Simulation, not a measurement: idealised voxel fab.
Process module heading - voxel gate over fins
Pictured: cross-section cut, 140 nm wide, on a grid of 5 nm square cells.
Cross-section format: a grid of square cells, given as bands from top to bottom; each band is one or more rows of cells.
Heights first: top, then bottom, in nm. Then materials, left to right, each with a width in nm. "edge to edge" on a single material: fills the band edge to edge. "empty": empty space.
All heights in this document are referenced to 0, defined as the level beneath which the wafer, as received, consists entirely of one material. The lowest band is not bounded below; it extends indefinitely downward and is written in the form "0 nm and below".
The notation "30->40" denotes a width that varies across the rows of cells in the band, beginning at the first number in the top row, finishing at the second number in the bottom row, and changing by an identical amount from each row to the next.
What does "all unchanged" mean for a step? It means no cell of the cross-section changed in that step.
So "Voids, fully enclosed" is basically the list of trapped voids: any empty space of 8 cells or more that can't reach the top through an opening. They're written width x height at distance, the distance being from the left edge, and it's all nm.
It should be noted that, on the line of a given step, the content following the step's settings is a remark produced by the simulator itself with respect to that step.
On any step carrying a mask, the "overlay nm" setting, if present on the step's line, tells how far right of its planned place the mask lay; negative values point to the left.
Heads up before you read on: it's before/after pairs around one process step each, after side only down to the lowest band that changed, step plus settings under the pair. Pairs can be from different runs of this module, same starting wafer, so only chain a pair onto the one above if its "Pre-step cross-section" entry says so.
### Pre-step cross-section
10 nm to 5 nm: 30 of empty; 25 of TiN; 30 of empty; 25 of TiN; 30 of empty
5 nm to 0 nm: 30 of empty; 5 of TiN; 15 of HfO2; 5 of TiN; 30 of empty; 5 of TiN; 15 of HfO2; 5 of TiN; 30 of empty
0 nm to -5 nm: 35 of TiN; 5 of HfO2; 5 of Si; 5 of HfO2; 40 of TiN; 5 of HfO2; 5 of Si; 5 of HfO2; 35 of TiN
-5 nm to -10 nm: 40 of HfO2; 5 of Si; 50 of HfO2; 5 of Si; 40 of HfO2
-10 nm to -15 nm: 40 of SiO2; 5 of Si; 50 of SiO2; 5 of Si; 40 of SiO2
-15 nm to -25 nm: 40 of SiO2; 5 of Si; 15 of SiO2; 5 of TiN; 5 of Ru; 5 of TiN; 20 of SiO2; 5 of Si; 40 of SiO2
-25 nm to -30 nm: 40 of SiO2; 5 of Si; 15 of SiO2; 15 of TiN; 20 of SiO2; 5 of Si; 40 of SiO2
-30 nm to -75 nm: 40 of SiO2; 5 of Si; 50 of SiO2; 5 of Si; 40 of SiO2
-75 nm and below: Si edge to edge
Voids, fully enclosed: none
### Cut View, Post-Step
15 nm to 10 nm: 25 of empty; 35 of TiAl; 20 of empty; 35 of TiAl; 25 of empty
10 nm to 5 nm: 25 of empty; 5 of TiAl; 25 of TiN; 5 of TiAl; 20 of empty; 5 of TiAl; 25 of TiN; 5 of TiAl; 25 of empty
5 nm to 0 nm: 30 of TiAl; 5 of TiN; 15 of HfO2; 5 of TiN; 30 of TiAl; 5 of TiN; 15 of HfO2; 5 of TiN; 30 of TiAl
Unchanged below 0.
Voids, fully enclosed: none
Step that separates the before view from the after view above: CONFORMAL_DEP (material TiAl; thk nm 5)
Pre-step cross-section: This step starts from the configuration shown after the step in the pair immediately above.
### Cut View, Post-Step
20 nm to 15 nm: 20 of empty; 45 of TiN; 10 of empty; 45 of TiN; 20 of empty
15 nm to 10 nm: 20 of empty; 5 of TiN; 35 of TiAl; 5 of TiN; 10 of empty; 5 of TiN; 35 of TiAl; 5 of TiN; 20 of empty
10 nm to 5 nm: 25 of TiN; 5 of TiAl; 25 of TiN; 5 of TiAl; 20 of TiN; 5 of TiAl; 25 of TiN; 5 of TiAl; 25 of TiN
Unchanged below 5.
Voids, fully enclosed: none
Step that separates the before view from the after view above: CONFORMAL_DEP (material TiN; thk nm 5)
Pre-step cross-section: This step starts from the configuration shown after the step in the pair immediately above.
### Cut View, Post-Step
35 nm to 20 nm: W edge to edge
20 nm to 15 nm: 20 of W; 45 of TiN; 10 of W; 45 of TiN; 20 of W
15 nm to 10 nm: 20 of W; 5 of TiN; 35 of TiAl; 5 of TiN; 10 of W; 5 of TiN; 35 of TiAl; 5 of TiN; 20 of W
Unchanged below 10.
Voids, fully enclosed: none
Step that separates the before view from the after view above: FILL_DEP (material W; thk nm 15)
Pre-step cross-section: This step starts from the configuration shown after the step in the pair immediately above.
### Cut View, Post-Step
30 nm to 20 nm: W edge to edge
Unchanged below 20.
Voids, fully enclosed: none
Step that separates the before view from the after view above: CMP (height nm 30)
Pre-step cross-section: This step starts from the configuration shown after the step in the pair immediately above.
### Cut View, Post-Step
40 nm to 30 nm: SiCN edge to edge
Unchanged below 30.
Voids, fully enclosed: none
Step that separates the before view from the after view above: CONFORMAL_DEP (material SiCN; thk nm 10)
### Pre-step cross-section
5 nm to 0 nm: 35 of empty; 15 of HfO2; 40 of empty; 15 of HfO2; 35 of empty
0 nm to -5 nm: 35 of empty; 5 of HfO2; 5 of Si; 5 of HfO2; 40 of empty; 5 of HfO2; 5 of Si; 5 of HfO2; 35 of empty
-5 nm to -10 nm: 40 of HfO2; 5 of Si; 50 of HfO2; 5 of Si; 40 of HfO2
-10 nm to -15 nm: 40 of SiO2; 5 of Si; 50 of SiO2; 5 of Si; 40 of SiO2
-15 nm to -25 nm: 40 of SiO2; 5 of Si; 15 of SiO2; 5 of TiN; 5 of Ru; 5 of TiN; 20 of SiO2; 5 of Si; 40 of SiO2
-25 nm to -30 nm: 40 of SiO2; 5 of Si; 15 of SiO2; 15 of TiN; 20 of SiO2; 5 of Si; 40 of SiO2
-30 nm to -40 nm: 40 of SiO2; 5 of Si; 50 of SiO2; 5 of Si; 40 of SiO2
-40 nm and below: Si edge to edge
Voids, fully enclosed: none
### Cut View, Post-Step
10 nm to 5 nm: 30 of empty; 25 of TiAl; 30 of empty; 25 of TiAl; 30 of empty
5 nm to 0 nm: 30 of empty; 5 of TiAl; 15 of HfO2; 5 of TiAl; 30 of empty; 5 of TiAl; 15 of HfO2; 5 of TiAl; 30 of empty
0 nm to -5 nm: 35 of TiAl; 5 of HfO2; 5 of Si; 5 of HfO2; 40 of TiAl; 5 of HfO2; 5 of Si; 5 of HfO2; 35 of TiAl
Unchanged below -5.
Voids, fully enclosed: none
Step that separates the before view from the after view above: CONFORMAL_DEP (material TiAl; thk nm 5)
Pre-step cross-section: This step starts from the configuration shown after the step in the pair immediately above.
### Cut View, Post-Step
15 nm to 10 nm: 25 of empty; 35 of TiN; 20 of empty; 35 of TiN; 25 of empty
10 nm to 5 nm: 25 of empty; 5 of TiN; 25 of TiAl; 5 of TiN; 20 of empty; 5 of TiN; 25 of TiAl; 5 of TiN; 25 of empty
5 nm to 0 nm: 30 of TiN; 5 of TiAl; 15 of HfO2; 5 of TiAl; 30 of TiN; 5 of TiAl; 15 of HfO2; 5 of TiAl; 30 of TiN
Unchanged below 0.
Voids, fully enclosed: none
Step that separates the before view from the after view above: CONFORMAL_DEP (material TiN; thk nm 5)
Pre-step cross-section: This step starts from the configuration shown after the step in the pair immediately above.
### Cut View, Post-Step
20 nm to 10 nm: 20 of empty; 45 of TiN; 10 of empty; 45 of TiN; 20 of empty
10 nm to 5 nm: 30 of TiN; 25 of TiAl; 30 of TiN; 25 of TiAl; 30 of TiN
Unchanged below 5.
Voids, fully enclosed: none
Step that separates the before view from the after view above: CONFORMAL_DEP (material TiN; thk nm 5)
Pre-step cross-section: This step starts from the configuration shown after the step in the pair immediately above.
### Cut View, Post-Step
35 nm to 20 nm: W edge to edge
20 nm to 10 nm: 20 of W; 45 of TiN; 10 of W; 45 of TiN; 20 of W
Unchanged below 10.
Voids, fully enclosed: none
Step that separates the before view from the after view above: FILL_DEP (material W; thk nm 15)
Pre-step cross-section: This step starts from the configuration shown after the step in the pair immediately above.
### Cut View, Post-Step
30 nm to 20 nm: W edge to edge
Unchanged below 20.
Voids, fully enclosed: none
Step that separates the before view from the after view above: CMP (height nm 30)
Pre-step cross-section: This step starts from the configuration shown after the step in the pair immediately above.
### Cut View, Post-Step
40 nm to 30 nm: SiCN edge to edge
Unchanged below 30.
Voids, fully enclosed: none
Step that separates the before view from the after view above: CONFORMAL_DEP (material SiCN; thk nm 10)
### Pre-step cross-section
20 nm to 10 nm: 35 of empty; 15 of aC; 40 of empty; 15 of aC; 35 of empty
10 nm to 0 nm: 35 of empty; 15 of SiN; 40 of empty; 15 of SiN; 35 of empty
0 nm and below: Si edge to edge
Voids, fully enclosed: none
### Cut View, Post-Step
20 nm to 10 nm: 35 of empty; 15 of aC; 40 of empty; 15 of aC; 35 of empty
10 nm to 0 nm: 35 of empty; 15 of SiN; 40 of empty; 15 of SiN; 35 of empty
0 nm to -45 nm: 35 of empty; 15 of Si; 40 of empty; 15 of Si; 35 of empty
Unchanged below -45.
Voids, fully enclosed: none
Step that separates the before view from the after view above: DIRECTIONAL_ETCH (etch materials Si; depth nm 45)
Pre-step cross-section: This step starts from the configuration shown after the step in the pair immediately above.
### Cut View, Post-Step
10 nm to 0 nm: 35 of empty; 15 of SiN; 40 of empty; 15 of SiN; 35 of empty
Unchanged below 0.
Voids, fully enclosed: none
Step that separates the before view from the after view above: STRIP (etch materials aC)
Pre-step cross-section: This step starts from the configuration shown after the step in the pair immediately above.
### Cut View, Post-Step
10 nm to 0 nm: 35 of empty; 15 of SiN; 40 of empty; 15 of SiN; 35 of empty
0 nm to -45 nm: 35 of empty; 5 of SiO2; 5 of Si; 5 of SiO2; 40 of empty; 5 of SiO2; 5 of Si; 5 of SiO2; 35 of empty
-45 nm to -50 nm: 40 of SiO2; 5 of Si; 50 of SiO2; 5 of Si; 40 of SiO2
Unchanged below -50.
Voids, fully enclosed: none
Step that separates the before view from the after view above: OXIDIZE (depth nm 5)
Pre-step cross-section: This step starts from the configuration shown after the step in the pair immediately above.
### Cut View, Post-Step
20 nm to 10 nm: SiO2 edge to edge
10 nm to 0 nm: 35 of SiO2; 15 of SiN; 40 of SiO2; 15 of SiN; 35 of SiO2
0 nm to -50 nm: 40 of SiO2; 5 of Si; 50 of SiO2; 5 of Si; 40 of SiO2
Unchanged below -50.
Voids, fully enclosed: none
Step that separates the before view from the after view above: FILL_DEP (material SiO2; thk nm 10)
Pre-step cross-section: This step starts from the configuration shown after the step in the pair immediately above.
### Cut View, Post-Step
10 nm to 0 nm: 35 of SiO2; 15 of SiN; 40 of SiO2; 15 of SiN; 35 of SiO2
Unchanged below 0.
Voids, fully enclosed: none
Step that separates the before view from the after view above: CMP (height nm 10)
Pre-step cross-section: This step starts from the configuration shown after the step in the pair immediately above.
### Cut View, Post-Step
25 nm to 10 nm: aC edge to edge
Unchanged below 10.
Voids, fully enclosed: none
Step that separates the before view from the after view above: DIRECTIONAL_DEP (material aC; thk nm 15)
Pre-step cross-section: This step starts from the configuration shown after the step in the pair immediately above.
### Cut View, Post-Step
55 nm to 25 nm: 60 of resist; 15 of empty; 65 of resist
Unchanged below 25.
Voids, fully enclosed: none
Step that separates the before view from the after view above: PATTERN (tone open; mask id RAIL; material resist; width nm 15; thk nm 30; overlay nm 0)
Pre-step cross-section: This step starts from the configuration shown after the step in the pair immediately above.
### Cut View, Post-Step
40 nm to 25 nm: 60 of resist; 15 of empty; 65 of resist
25 nm to 10 nm: 60 of aC; 15 of empty; 65 of aC
Unchanged below 10.
Voids, fully enclosed: none
Step that separates the before view from the after view above: DIRECTIONAL_ETCH (etch materials aC; depth nm 15)
Pre-step cross-section: This step starts from the configuration shown after the step in the pair immediately above.
### Cut View, Post-Step
25 nm to 10 nm: 60 of aC; 15 of empty; 65 of aC
Unchanged below 10.
Voids, fully enclosed: none
Step that separates the before view from the after view above: STRIP (etch materials resist)
Pre-step cross-section: This step starts from the configuration shown after the step in the pair immediately above.
### Cut View, Post-Step
25 nm to 10 nm: 60 of aC; 15 of empty; 65 of aC
10 nm to 0 nm: 35 of SiO2; 15 of SiN; 10 of SiO2; 15 of empty; 15 of SiO2; 15 of SiN; 35 of SiO2
0 nm to -30 nm: 40 of SiO2; 5 of Si; 15 of SiO2; 15 of empty; 20 of SiO2; 5 of Si; 40 of SiO2
Unchanged below -30.
Voids, fully enclosed: none
Step that separates the before view from the after view above: DIRECTIONAL_ETCH (etch materials SiO2; depth nm 40)
Pre-step cross-section: This step starts from the configuration shown after the step in the pair immediately above.
### Cut View, Post-Step
10 nm to 0 nm: 35 of SiO2; 15 of SiN; 10 of SiO2; 15 of empty; 15 of SiO2; 15 of SiN; 35 of SiO2
Unchanged below 0.
Voids, fully enclosed: none
Step that separates the before view from the after view above: STRIP (etch materials aC)
Pre-step cross-section: This step starts from the configuration shown after the step in the pair immediately above.
### Cut View, Post-Step
15 nm to 10 nm: 65 of TiN; 5 of empty; 70 of TiN
10 nm to 0 nm: 35 of SiO2; 15 of SiN; 10 of SiO2; 5 of TiN; 5 of empty; 5 of TiN; 15 of SiO2; 15 of SiN; 35 of SiO2
0 nm to -25 nm: 40 of SiO2; 5 of Si; 15 of SiO2; 5 of TiN; 5 of empty; 5 of TiN; 20 of SiO2; 5 of Si; 40 of SiO2
-25 nm to -30 nm: 40 of SiO2; 5 of Si; 15 of SiO2; 15 of TiN; 20 of SiO2; 5 of Si; 40 of SiO2
Unchanged below -30.
Voids, fully enclosed: none
Step that separates the before view from the after view above: CONFORMAL_DEP (material TiN; thk nm 5)
Pre-step cross-section: This step starts from the configuration shown after the step in the pair immediately above.
### Cut View, Post-Step
25 nm to 15 nm: Ru edge to edge
15 nm to 10 nm: 65 of TiN; 5 of Ru; 70 of TiN
10 nm to 0 nm: 35 of SiO2; 15 of SiN; 10 of SiO2; 5 of TiN; 5 of Ru; 5 of TiN; 15 of SiO2; 15 of SiN; 35 of SiO2
0 nm to -25 nm: 40 of SiO2; 5 of Si; 15 of SiO2; 5 of TiN; 5 of Ru; 5 of TiN; 20 of SiO2; 5 of Si; 40 of SiO2
Unchanged below -25.
Voids, fully enclosed: none
Step that separates the before view from the after view above: FILL_DEP (material Ru; thk nm 10)
Pre-step cross-section: This step starts from the configuration shown after the step in the pair immediately above.
### Cut View, Post-Step
10 nm to 0 nm: 35 of SiO2; 15 of SiN; 10 of SiO2; 5 of TiN; 5 of Ru; 5 of TiN; 15 of SiO2; 15 of SiN; 35 of SiO2
Unchanged below 0.
Voids, fully enclosed: none
Step that separates the before view from the after view above: CMP (height nm 10)
Pre-step cross-section: This step starts from the configuration shown after the step in the pair immediately above.
### Cut View, Post-Step
10 nm to 0 nm: 35 of SiO2; 15 of SiN; 10 of SiO2; 15 of empty; 15 of SiO2; 15 of SiN; 35 of SiO2
0 nm to -15 nm: 40 of SiO2; 5 of Si; 15 of SiO2; 15 of empty; 20 of SiO2; 5 of Si; 40 of SiO2
Unchanged below -15.
Voids, fully enclosed: none
Step that separates the before view from the after view above: SELECTIVE_ETCH (etch materials W Ru TiN; depth nm 25)
Pre-step cross-section: This step starts from the configuration shown after the step in the pair immediately above.
### Cut View, Post-Step
15 nm to 10 nm: SiO2 edge to edge
10 nm to 0 nm: 35 of SiO2; 15 of SiN; 40 of SiO2; 15 of SiN; 35 of SiO2
0 nm to -15 nm: 40 of SiO2; 5 of Si; 50 of SiO2; 5 of Si; 40 of SiO2
Unchanged below -15.
Voids, fully enclosed: none
Step that separates the before view from the after view above: FILL_DEP (material SiO2; thk nm 5)
Pre-step cross-section: This step starts from the configuration shown after the step in the pair immediately above.
### Cut View, Post-Step
10 nm to 0 nm: 35 of SiO2; 15 of SiN; 40 of SiO2; 15 of SiN; 35 of SiO2
Unchanged below 0.
Voids, fully enclosed: none
Step that separates the before view from the after view above: CMP (height nm 10)
Pre-step cross-section: This step starts from the configuration shown after the step in the pair immediately above.
### Cut View, Post-Step
10 nm to 0 nm: 35 of empty; 15 of SiN; 40 of empty; 15 of SiN; 35 of empty
0 nm to -10 nm: 40 of empty; 5 of Si; 50 of empty; 5 of Si; 40 of empty
Unchanged below -10.
Voids, fully enclosed: none
Step that separates the before view from the after view above: SELECTIVE_ETCH (etch materials SiO2; depth nm 20)
Pre-step cross-section: This step starts from the configuration shown after the step in the pair immediately above.
### Cut View, Post-Step
0 nm to -10 nm: 40 of empty; 5 of Si; 50 of empty; 5 of Si; 40 of empty
Unchanged below -10.
Voids, fully enclosed: none
Step that separates the before view from the after view above: STRIP (etch materials SiN)
Pre-step cross-section: This step starts from the configuration shown after the step in the pair immediately above.
### Cut View, Post-Step
5 nm to 0 nm: 35 of empty; 15 of HfO2; 40 of empty; 15 of HfO2; 35 of empty
0 nm to -5 nm: 35 of empty; 5 of HfO2; 5 of Si; 5 of HfO2; 40 of empty; 5 of HfO2; 5 of Si; 5 of HfO2; 35 of empty
-5 nm to -10 nm: 40 of HfO2; 5 of Si; 50 of HfO2; 5 of Si; 40 of HfO2
Unchanged below -10.
Voids, fully enclosed: none
Step that separates the before view from the after view above: CONFORMAL_DEP (material HfO2; thk nm 5)
Pre-step cross-section: This step starts from the configuration shown after the step in the pair immediately above.
### Cut View, Post-Step
10 nm to 5 nm: 30 of empty; 25 of TiN; 30 of empty; 25 of TiN; 30 of empty
5 nm to 0 nm: 30 of empty; 5 of TiN; 15 of HfO2; 5 of TiN; 30 of empty; 5 of TiN; 15 of HfO2; 5 of TiN; 30 of empty
0 nm to -5 nm: 35 of TiN; 5 of HfO2; 5 of Si; 5 of HfO2; 40 of TiN; 5 of HfO2; 5 of Si; 5 of HfO2; 35 of TiN
Unchanged below -5.
Voids, fully enclosed: none
Step that separates the before view from the after view above: CONFORMAL_DEP (material TiN; thk nm 5)
Pre-step cross-section: This step starts from the configuration shown after the step in the pair immediately above.
### Cut View, Post-Step
15 nm to 10 nm: 25 of empty; 35 of TiAl; 20 of empty; 35 of TiAl; 25 of empty
10 nm to 5 nm: 25 of empty; 5 of TiAl; 25 of TiN; 5 of TiAl; 20 of empty; 5 of TiAl; 25 of TiN; 5 of TiAl; 25 of empty
5 nm to 0 nm: 30 of TiAl; 5 of TiN; 15 of HfO2; 5 of TiN; 30 of TiAl; 5 of TiN; 15 of HfO2; 5 of TiN; 30 of TiAl
Unchanged below 0.
Voids, fully enclosed: none
Step that separates the before view from the after view above: CONFORMAL_DEP (material TiAl; thk nm 5)
Pre-step cross-section: This step starts from the configuration shown after the step in the pair immediately above.
### Cut View, Post-Step
20 nm to 15 nm: 20 of empty; 45 of TiN; 10 of empty; 45 of TiN; 20 of empty
15 nm to 10 nm: 20 of empty; 5 of TiN; 35 of TiAl; 5 of TiN; 10 of empty; 5 of TiN; 35 of TiAl; 5 of TiN; 20 of empty
10 nm to 5 nm: 25 of TiN; 5 of TiAl; 25 of TiN; 5 of TiAl; 20 of TiN; 5 of TiAl; 25 of TiN; 5 of TiAl; 25 of TiN
Unchanged below 5.
Voids, fully enclosed: none
Step that separates the before view from the after view above: CONFORMAL_DEP (material TiN; thk nm 5)
Pre-step cross-section: This step starts from the configuration shown after the step in the pair immediately above.
### Cut View, Post-Step
35 nm to 20 nm: W edge to edge
20 nm to 15 nm: 20 of W; 45 of TiN; 10 of W; 45 of TiN; 20 of W
15 nm to 10 nm: 20 of W; 5 of TiN; 35 of TiAl; 5 of TiN; 10 of W; 5 of TiN; 35 of TiAl; 5 of TiN; 20 of W
Unchanged below 10.
Voids, fully enclosed: none
Step that separates the before view from the after view above: FILL_DEP (material W; thk nm 15)
Pre-step cross-section: This step starts from the configuration shown after the step in the pair immediately above.
### Cut View, Post-Step
30 nm to 20 nm: W edge to edge
Unchanged below 20.
Voids, fully enclosed: none
Step that separates the before view from the after view above: CMP (height nm 30)
Pre-step cross-section: This step starts from the configuration shown after the step in the pair immediately above.
### Cut View, Post-Step
40 nm to 30 nm: SiCN edge to edge
Unchanged below 30.
Voids, fully enclosed: none
Step that separates the before view from the after view above: CONFORMAL_DEP (material SiCN; thk nm 10)
### Pre-step cross-section
20 nm to 10 nm: aC edge to edge
10 nm to 0 nm: SiN edge to edge
0 nm and below: Si edge to edge
Voids, fully enclosed: none
### Cut View, Post-Step
45 nm to 20 nm: 30 of empty; 25 of resist; 30 of empty; 25 of resist; 30 of empty
Unchanged below 20.
Voids, fully enclosed: none
Step that separates the before view from the after view above: PATTERN (tone cover; mask id FINS; material resist; width nm 25; pitch nm 55; thk nm 25; overlay nm 0)
Pre-step cross-section: This step starts from the configuration shown after the step in the pair immediately above.
### Cut View, Post-Step
35 nm to 20 nm: 30 of empty; 25 of resist; 30 of empty; 25 of resist; 30 of empty
20 nm to 10 nm: 30 of empty; 25 of aC; 30 of empty; 25 of aC; 30 of empty
Unchanged below 10.
Voids, fully enclosed: none
Step that separates the before view from the after view above: DIRECTIONAL_ETCH (etch materials aC; depth nm 10)
Pre-step cross-section: This step starts from the configuration shown after the step in the pair immediately above.
### Cut View, Post-Step
20 nm to 10 nm: 30 of empty; 25 of aC; 30 of empty; 25 of aC; 30 of empty
Unchanged below 10.
Voids, fully enclosed: none
Step that separates the before view from the after view above: STRIP (etch materials resist)
Pre-step cross-section: This step starts from the configuration shown after the step in the pair immediately above.
### Cut View, Post-Step
20 nm to 10 nm: 30 of empty; 25 of aC; 30 of empty; 25 of aC; 30 of empty
10 nm to 0 nm: 30 of empty; 25 of SiN; 30 of empty; 25 of SiN; 30 of empty
Unchanged below 0.
Voids, fully enclosed: none
Step that separates the before view from the after view above: DIRECTIONAL_ETCH (etch materials SiN; depth nm 10)
Pre-step cross-section: This step starts from the configuration shown after the step in the pair immediately above.
### Cut View, Post-Step
20 nm to 10 nm: 30 of empty; 25 of aC; 30 of empty; 25 of aC; 30 of empty
10 nm to 0 nm: 30 of empty; 25 of SiN; 30 of empty; 25 of SiN; 30 of empty
0 nm to -35 nm: 30 of empty; 25 of Si; 30 of empty; 25 of Si; 30 of empty
Unchanged below -35.
Voids, fully enclosed: none
Step that separates the before view from the after view above: DIRECTIONAL_ETCH (etch materials Si; depth nm 35)
Pre-step cross-section: This step starts from the configuration shown after the step in the pair immediately above.
### Cut View, Post-Step
10 nm to 0 nm: 30 of empty; 25 of SiN; 30 of empty; 25 of SiN; 30 of empty
Unchanged below 0.
Voids, fully enclosed: none
Step that separates the before view from the after view above: STRIP (etch materials aC)
Pre-step cross-section: This step starts from the configuration shown after the step in the pair immediately above.
### Cut View, Post-Step
10 nm to 0 nm: 30 of empty; 25 of SiN; 30 of empty; 25 of SiN; 30 of empty
0 nm to -35 nm: 30 of empty; 5 of SiO2; 15 of Si; 5 of SiO2; 30 of empty; 5 of SiO2; 15 of Si; 5 of SiO2; 30 of empty
-35 nm to -40 nm: 35 of SiO2; 15 of Si; 40 of SiO2; 15 of Si; 35 of SiO2
Unchanged below -40.
Voids, fully enclosed: none
Step that separates the before view from the after view above: OXIDIZE (depth nm 5)
Pre-step cross-section: This step starts from the configuration shown after the step in the pair immediately above.
### Cut View, Post-Step
20 nm to 10 nm: SiO2 edge to edge
10 nm to 0 nm: 30 of SiO2; 25 of SiN; 30 of SiO2; 25 of SiN; 30 of SiO2
0 nm to -40 nm: 35 of SiO2; 15 of Si; 40 of SiO2; 15 of Si; 35 of SiO2
Unchanged below -40.
Voids, fully enclosed: none
Step that separates the before view from the after view above: FILL_DEP (material SiO2; thk nm 10)
Pre-step cross-section: This step starts from the configuration shown after the step in the pair immediately above.
### Cut View, Post-Step
10 nm to 0 nm: 30 of SiO2; 25 of SiN; 30 of SiO2; 25 of SiN; 30 of SiO2
Unchanged below 0.
Voids, fully enclosed: none
Step that separates the before view from the after view above: CMP (height nm 10)
Pre-step cross-section: This step starts from the configuration shown after the step in the pair immediately above.
### Cut View, Post-Step
25 nm to 10 nm: aC edge to edge
Unchanged below 10.
Voids, fully enclosed: none
Step that separates the before view from the after view above: DIRECTIONAL_DEP (material aC; thk nm 15)
Pre-step cross-section: This step starts from the configuration shown after the step in the pair immediately above.
### Cut View, Post-Step
55 nm to 25 nm: 60 of resist; 15 of empty; 65 of resist
Unchanged below 25.
Voids, fully enclosed: none
Step that separates the before view from the after view above: PATTERN (tone open; mask id RAIL; material resist; width nm 15; thk nm 30; overlay nm 0)
Pre-step cross-section: This step starts from the configuration shown after the step in the pair immediately above.
### Cut View, Post-Step
40 nm to 25 nm: 60 of resist; 15 of empty; 65 of resist
25 nm to 10 nm: 60 of aC; 15 of empty; 65 of aC
Unchanged below 10.
Voids, fully enclosed: none
Step that separates the before view from the after view above: DIRECTIONAL_ETCH (etch materials aC; depth nm 15)
Pre-step cross-section: This step starts from the configuration shown after the step in the pair immediately above.
### Cut View, Post-Step
25 nm to 10 nm: 60 of aC; 15 of empty; 65 of aC
Unchanged below 10.
Voids, fully enclosed: none
Step that separates the before view from the after view above: STRIP (etch materials resist)
Pre-step cross-section: This step starts from the configuration shown after the step in the pair immediately above.
### Cut View, Post-Step
25 nm to 10 nm: 60 of aC; 15 of empty; 65 of aC
10 nm to 0 nm: 30 of SiO2; 25 of SiN; 5 of SiO2; 15 of empty; 10 of SiO2; 25 of SiN; 30 of SiO2
0 nm to -30 nm: 35 of SiO2; 15 of Si; 10 of SiO2; 15 of empty; 15 of SiO2; 15 of Si; 35 of SiO2
Unchanged below -30.
Voids, fully enclosed: none
Step that separates the before view from the after view above: DIRECTIONAL_ETCH (etch materials SiO2; depth nm 40)
Pre-step cross-section: This step starts from the configuration shown after the step in the pair immediately above.
### Cut View, Post-Step
10 nm to 0 nm: 30 of SiO2; 25 of SiN; 5 of SiO2; 15 of empty; 10 of SiO2; 25 of SiN; 30 of SiO2
Unchanged below 0.
Voids, fully enclosed: none
Step that separates the before view from the after view above: STRIP (etch materials aC)
Pre-step cross-section: This step starts from the configuration shown after the step in the pair immediately above.
### Cut View, Post-Step
15 nm to 10 nm: 65 of TiN; 5 of empty; 70 of TiN
10 nm to 0 nm: 30 of SiO2; 25 of SiN; 5 of SiO2; 5 of TiN; 5 of empty; 5 of TiN; 10 of SiO2; 25 of SiN; 30 of SiO2
0 nm to -25 nm: 35 of SiO2; 15 of Si; 10 of SiO2; 5 of TiN; 5 of empty; 5 of TiN; 15 of SiO2; 15 of Si; 35 of SiO2
-25 nm to -30 nm: 35 of SiO2; 15 of Si; 10 of SiO2; 15 of TiN; 15 of SiO2; 15 of Si; 35 of SiO2
Unchanged below -30.
Voids, fully enclosed: none
Step that separates the before view from the after view above: CONFORMAL_DEP (material TiN; thk nm 5)
Pre-step cross-section: This step starts from the configuration shown after the step in the pair immediately above.
### Cut View, Post-Step
25 nm to 15 nm: Ru edge to edge
15 nm to 10 nm: 65 of TiN; 5 of Ru; 70 of TiN
10 nm to 0 nm: 30 of SiO2; 25 of SiN; 5 of SiO2; 5 of TiN; 5 of Ru; 5 of TiN; 10 of SiO2; 25 of SiN; 30 of SiO2
0 nm to -25 nm: 35 of SiO2; 15 of Si; 10 of SiO2; 5 of TiN; 5 of Ru; 5 of TiN; 15 of SiO2; 15 of Si; 35 of SiO2
Unchanged below -25.
Voids, fully enclosed: none
Step that separates the before view from the after view above: FILL_DEP (material Ru; thk nm 10)
Pre-step cross-section: This step starts from the configuration shown after the step in the pair immediately above.
### Cut View, Post-Step
10 nm to 0 nm: 30 of SiO2; 25 of SiN; 5 of SiO2; 5 of TiN; 5 of Ru; 5 of TiN; 10 of SiO2; 25 of SiN; 30 of SiO2
Unchanged below 0.
Voids, fully enclosed: none
Step that separates the before view from the after view above: CMP (height nm 10)
Pre-step cross-section: This step starts from the configuration shown after the step in the pair immediately above.
### Cut View, Post-Step
10 nm to 0 nm: 30 of SiO2; 25 of SiN; 5 of SiO2; 15 of empty; 10 of SiO2; 25 of SiN; 30 of SiO2
0 nm to -15 nm: 35 of SiO2; 15 of Si; 10 of SiO2; 15 of empty; 15 of SiO2; 15 of Si; 35 of SiO2
Unchanged below -15.
Voids, fully enclosed: none
Step that separates the before view from the after view above: SELECTIVE_ETCH (etch materials W Ru TiN; depth nm 25)
Pre-step cross-section: This step starts from the configuration shown after the step in the pair immediately above.
### Cut View, Post-Step
15 nm to 10 nm: SiO2 edge to edge
10 nm to 0 nm: 30 of SiO2; 25 of SiN; 30 of SiO2; 25 of SiN; 30 of SiO2
0 nm to -15 nm: 35 of SiO2; 15 of Si; 40 of SiO2; 15 of Si; 35 of SiO2
Unchanged below -15.
Voids, fully enclosed: none
Step that separates the before view from the after view above: FILL_DEP (material SiO2; thk nm 5)
Pre-step cross-section: This step starts from the configuration shown after the step in the pair immediately above.
### Cut View, Post-Step
10 nm to 0 nm: 30 of SiO2; 25 of SiN; 30 of SiO2; 25 of SiN; 30 of SiO2
Unchanged below 0.
Voids, fully enclosed: none
Step that separates the before view from the after view above: CMP (height nm 10)
Pre-step cross-section: This step starts from the configuration shown after the step in the pair immediately above.
### Cut View, Post-Step
10 nm to 0 nm: 30 of empty; 25 of SiN; 30 of empty; 25 of SiN; 30 of empty
0 nm to -10 nm: 35 of empty; 15 of Si; 40 of empty; 15 of Si; 35 of empty
Unchanged below -10.
Voids, fully enclosed: none
Step that separates the before view from the after view above: SELECTIVE_ETCH (etch materials SiO2; depth nm 20)
Pre-step cross-section: This step starts from the configuration shown after the step in the pair immediately above.
### Cut View, Post-Step
0 nm to -10 nm: 35 of empty; 15 of Si; 40 of empty; 15 of Si; 35 of empty
Unchanged below -10.
Voids, fully enclosed: none
Step that separates the before view from the after view above: STRIP (etch materials SiN)
Pre-step cross-section: This step starts from the configuration shown after the step in the pair immediately above.
### Cut View, Post-Step
5 nm to 0 nm: 30 of empty; 25 of HfO2; 30 of empty; 25 of HfO2; 30 of empty
0 nm to -5 nm: 30 of empty; 5 of HfO2; 15 of Si; 5 of HfO2; 30 of empty; 5 of HfO2; 15 of Si; 5 of HfO2; 30 of empty
-5 nm to -10 nm: 35 of HfO2; 15 of Si; 40 of HfO2; 15 of Si; 35 of HfO2
Unchanged below -10.
Voids, fully enclosed: none
Step that separates the before view from the after view above: CONFORMAL_DEP (material HfO2; thk nm 5)
Pre-step cross-section: This step starts from the configuration shown after the step in the pair immediately above.
### Cut View, Post-Step
10 nm to 5 nm: 25 of empty; 35 of TiN; 20 of empty; 35 of TiN; 25 of empty
5 nm to 0 nm: 25 of empty; 5 of TiN; 25 of HfO2; 5 of TiN; 20 of empty; 5 of TiN; 25 of HfO2; 5 of TiN; 25 of empty
0 nm to -5 nm: 30 of TiN; 5 of HfO2; 15 of Si; 5 of HfO2; 30 of TiN; 5 of HfO2; 15 of Si; 5 of HfO2; 30 of TiN
Unchanged below -5.
Voids, fully enclosed: none
Step that separates the before view from the after view above: CONFORMAL_DEP (material TiN; thk nm 5)
